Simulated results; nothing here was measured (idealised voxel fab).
The following is a process module called voxel self aligned contacts.
cross-section cut | 150 nm wide | cells 5 nm
A cross-section in this document is a grid of square cells, and it is written down as bands, the top band listed before the ones below it; a band is made up of one or more rows of cells.
The entry gives the band's vertical extent as a top height and a bottom height in nm, then its horizontal make-up as materials from left to right, each with a width in nm. "blank" stands for empty space; a single material marked "full width" fills the band edge to edge.
Below 0: as-received wafer, all one material; heights counted from there. Lowest band: no bottom, goes on down, written "top 0, no bottom".
You'd read "30->40" like this: the band's top row of cells is as wide as the first number, its bottom row is as wide as the second, and going down, every row changes width by the same amount as the row before did.
Take "everything unchanged" at face value: in the step it is given for, the cross-section changed in none of its cells.
"Fully closed voids" - sealed voids, min. 8 cells, no opening to top; format: width x height at distance (distance from left edge; nm throughout).
On each step's line, the part that comes after the settings is the simulator's own comment on the step.
overlay nm: right-of-plan distance of the mask on a masked step; negative values mean left-of-plan.

Steps planned for the process
| 1 | RECEIVE,material Si |
| 2 | OXIDIZE,depth nm 5 |
| 3 | DIRECTIONAL_DEP,material polySi,thk nm 30 |
| 4 | DIRECTIONAL_DEP,material SiN,thk nm 20 |
| 5 | MASKED_ETCH,tone cover,mask id GATE,width nm 35,pitch nm 70,etch materials SiN,depth nm 20,overlay nm 0 |
| 6 | MASKED_ETCH,tone cover,mask id GATE,width nm 35,pitch nm 70,etch materials polySi,depth nm 30,overlay nm 0 |
| 7 | CONFORMAL_DEP,material SiN,thk nm 5 |
| 8 | DIRECTIONAL_ETCH,etch materials SiN,depth nm 5 |
| 9 | FILL_DEP,material SiO2,thk nm 15 |
| 10 | CMP,height nm 60 |
| 11 | PATTERN,tone open,mask id CONTACT,material resist,width nm 45,thk nm 20,overlay nm 0 |
| 12 | DIRECTIONAL_ETCH,etch materials SiO2,depth nm 65 |
| 13 | STRIP,etch materials resist |
| 14 | CONFORMAL_DEP,material TiN,thk nm 5 |
| 15 | FILL_DEP,material Ru,thk nm 10 |
| 16 | CMP,height nm 60 |
| 17 | CONFORMAL_DEP,material SiN,thk nm 5 |

Run as planned: first of two wafers

This is the cross-section of the wafer as we received it, i.e. after step 1
> top 0, no bottom: Si full width
> Fully closed voids: none

The wafer, seen in cross-section, after step 2
> top 0, bottom -5: SiO2 full width
> Everything under -5 stays put, no change at all.

The wafer, seen in cross-section, after step 3
> top 30, bottom 0: polySi full width
> Everything under 0 stays put, no change at all.

The wafer, seen in cross-section, after step 4
> top 50, bottom 30: SiN full width
> Everything under 30 stays put, no change at all.

The wafer, seen in cross-section, after step 5
> top 50, bottom 30: blank=20; SiN=35; blank=35; SiN=35; blank=25
> Everything under 30 stays put, no change at all.

The wafer, seen in cross-section, after step 6
> top 50, bottom 30: blank=20; SiN=35; blank=35; SiN=35; blank=25
> top 30, bottom 0: blank=20; polySi=35; blank=35; polySi=35; blank=25
> Everything under 0 stays put, no change at all.

The wafer, seen in cross-section, after step 7
> top 55, bottom 30: blank=15; SiN=45; blank=25; SiN=45; blank=20
> top 30, bottom 5: blank=15; SiN=5; polySi=35; SiN=5; blank=25; SiN=5; polySi=35; SiN=5; blank=20
> top 5, bottom 0: SiN=20; polySi=35; SiN=35; polySi=35; SiN=25
> Everything under 0 stays put, no change at all.

The wafer, seen in cross-section, after step 8
> top 50, bottom 30: blank=15; SiN=45; blank=25; SiN=45; blank=20
> top 30, bottom 0: blank=15; SiN=5; polySi=35; SiN=5; blank=25; SiN=5; polySi=35; SiN=5; blank=20
> Everything under 0 stays put, no change at all.

The wafer, seen in cross-section, after step 9
> top 65, bottom 50: SiO2 full width
> top 50, bottom 30: SiO2=15; SiN=45; SiO2=25; SiN=45; SiO2=20
> top 30, bottom 0: SiO2=15; SiN=5; polySi=35; SiN=5; SiO2=25; SiN=5; polySi=35; SiN=5; SiO2=20
> Everything under 0 stays put, no change at all.

The wafer, seen in cross-section, after step 10
> top 60, bottom 50: SiO2 full width
> Everything under 50 stays put, no change at all.

The wafer, seen in cross-section, after step 11
> top 80, bottom 60: resist=50; blank=45; resist=55
> Everything under 60 stays put, no change at all.

The wafer, seen in cross-section, after step 12
> top 80, bottom 60: resist=50; blank=45; resist=55
> top 60, bottom 50: SiO2=50; blank=45; SiO2=55
> top 50, bottom 30: SiO2=15; SiN=45; blank=25; SiN=45; SiO2=20
> top 30, bottom 0: SiO2=15; SiN=5; polySi=35; SiN=5; blank=25; SiN=5; polySi=35; SiN=5; SiO2=20
> top 0, bottom -5: SiO2=60; blank=25; SiO2=65
> Everything under -5 stays put, no change at all.

The wafer, seen in cross-section, after step 13
> top 60, bottom 50: SiO2=50; blank=45; SiO2=55
> Everything under 50 stays put, no change at all.

The wafer, seen in cross-section, after step 14
> top 65, bottom 60: TiN=55; blank=35; TiN=60
> top 60, bottom 50: SiO2=50; TiN=5->15; blank=35->15; TiN=5->15; SiO2=55
> top 50, bottom 30: SiO2=15; SiN=45; TiN=5; blank=15; TiN=5; SiN=45; SiO2=20
> top 30, bottom 0: SiO2=15; SiN=5; polySi=35; SiN=5; TiN=5; blank=15; TiN=5; SiN=5; polySi=35; SiN=5; SiO2=20
> top 0, bottom -5: SiO2=60; TiN=25; SiO2=65
> Everything under -5 stays put, no change at all.

The wafer, seen in cross-section, after step 15
> top 75, bottom 65: Ru full width
> top 65, bottom 60: TiN=55; Ru=35; TiN=60
> top 60, bottom 50: SiO2=50; TiN=5->15; Ru=35->15; TiN=5->15; SiO2=55
> top 50, bottom 30: SiO2=15; SiN=45; TiN=5; Ru=15; TiN=5; SiN=45; SiO2=20
> top 30, bottom 0: SiO2=15; SiN=5; polySi=35; SiN=5; TiN=5; Ru=15; TiN=5; SiN=5; polySi=35; SiN=5; SiO2=20
> Everything under 0 stays put, no change at all.

The wafer, seen in cross-section, after step 16
> top 60, bottom 50: SiO2=50; TiN=5->15; Ru=35->15; TiN=5->15; SiO2=55
> Everything under 50 stays put, no change at all.

The wafer, seen in cross-section, after step 17
> top 65, bottom 60: SiN full width
> Everything under 60 stays put, no change at all.

Second Wafer (Identical Start and Plan, One Processing Error; Matches First Wafer Through Step 16)

Cross-sectional representation of the second wafer at the time designated in the plan for the completion of step 17
> top 65, bottom 60: SiO2 full width
> Everything under 60 stays put, no change at all.
Finding, execution versus plan: step 17: run off-plan, actual operation and settings CONFORMAL_DEP,material SiO2,thk nm 5
It is noted that, at the conclusion of processing, the second wafer exhibits a higher or lower cell count for certain materials relative to the first: SiN -30; SiO2 +30
